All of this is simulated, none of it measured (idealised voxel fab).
Name of the process module below: voxel lift off
FYI the section here is cut, 180 nm wide, cells are 5 nm squares.
A cross-section is written here as square cells arranged in a grid, and it is given in bands from the top down, each band taking up one or more rows of cells. Top, bottom (nm), then materials left to right with widths (nm); lone material tagged "everywhere" fills the whole band edge to edge; "air" = empty space. Note: height 0 marks the level under which the wafer is uniformly one material as received. Lowest band unbounded below, written "top 0, no bottom". Graded width ("30->40"): value in top row of band = first number; value in bottom row = second number; row-to-row change constant. For the purposes of this document, the phrase "stayed the same" attached to a step denotes that no cell within the cross-section was modified by that step. Basically, "Cavities, sealed" tells you about the enclosed voids: empty spaces with no open way to the top, 8 cells or bigger, each written width x height at distance, where distance is from the left edge, all in nm. Past the settings on a step's line: simulator remark, on that step. overlay nm: mask right of planned place by this much (step with mask). Neg. = left.
-- So here's the lineup of process steps we planned
| 1 | RECEIVE,material Si |
| 2 | CONFORMAL_DEP,material Al2O3,thk nm 15 |
| 3 | PATTERN,tone open,mask id LINES,material resist,width nm 25,pitch nm 50,thk nm 25,overlay nm 0 |
| 4 | DIRECTIONAL_DEP,material Ru,thk nm 10 |
| 5 | STRIP,etch materials resist |
| 6 | CONFORMAL_DEP,material SiN,thk nm 5 |
-- Wafer at receipt (post step 1), cross-section
* top 0, no bottom: Si everywhere
* Cavities, sealed: none
-- Starting wafer: above. Plan: above. Run: one mistake. Cross-section after the module: below
* top 20, bottom 15: SiN everywhere
* top 15, bottom 0: Al2O3 everywhere
* top 0, no bottom: Si everywhere
* Cavities, sealed: none
So what did we get wrong on this run? yeah, step 4 of the plan got skipped, never ran
